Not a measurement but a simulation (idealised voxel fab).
The process module presented herein is designated voxel air gaps.
Square cells of 5 nm make up the cross-section cut, whose width is 165 nm.
Square cells in a grid make up a cross-section in this document, and the grid is given as bands, listed from the top down, each one or more rows of cells.
Within each band entry, the heights of the top and of the bottom of the band appear first, in that order and in nm; the materials of the band then follow from left to right, each with its corresponding width in nm. The designation "edge to edge" on a single material indicates that it fills the band from edge to edge; the designation "empty" indicates empty space.
Heights are reckoned from 0. Under this level, the received wafer is all of one material. The bottommost band is open-ended downward, for example "0 down".
A width such as "30 to 40" changes by the same amount from each row of cells to the next, from the band's top row to its bottom row.
"nothing different" (step): cross-section cells unchanged, all of them.
What "Enclosed cavity list" gives you is every empty space of 8 cells or more that is cut off from the top. Each appears as width x height at distance, with the distance taken from the left edge and width, height and distance all in nm.
On a step's line, text after the settings is the simulator commenting on that step.
"overlay nm" denotes, for a step that has a mask, the displacement of the mask to the right of its planned place, with negative values corresponding to the left.

### The process steps that were planned are listed below
- 1: RECEIVE,material Si
- 2: CONFORMAL_DEP,material SiO2,thk nm 15
- 3: CONFORMAL_DEP,material SiCN,thk nm 5
- 4: DIRECTIONAL_DEP,material lowk,thk nm 30
- 5: DIRECTIONAL_DEP,material aC,thk nm 10
- 6: PATTERN,tone open,mask id LINES,material resist,width nm 20,pitch nm 45,thk nm 25,overlay nm 0
- 7: DIRECTIONAL_ETCH,etch materials aC,depth nm 10
- 8: STRIP,etch materials resist
- 9: DIRECTIONAL_ETCH,etch materials lowk,depth nm 30
- 10: STRIP,etch materials aC
- 11: CONFORMAL_DEP,material TiN,thk nm 5
- 12: FILL_DEP,material Ru,thk nm 5
- 13: CMP,height nm 50
- 14: EPI,material Ru,thk nm 10
- 15: SELECTIVE_ETCH,etch materials lowk,depth nm 40
- 16: CONFORMAL_DEP,material SiCN,thk nm 5

### As-received wafer cross-section (after step 1)
* 0 down = Si edge to edge
* Enclosed cavity list: none

### a wafer at the end: this start, this plan, one mistake
* 55 to 15 = SiCN edge to edge
* 15 to 0 = SiO2 edge to edge
* 0 down = Si edge to edge
* Enclosed cavity list: none
Against the plan, the run slipped here: step 4 changed vs plan, executed as DIRECTIONAL_DEP,material SiCN,thk nm 30
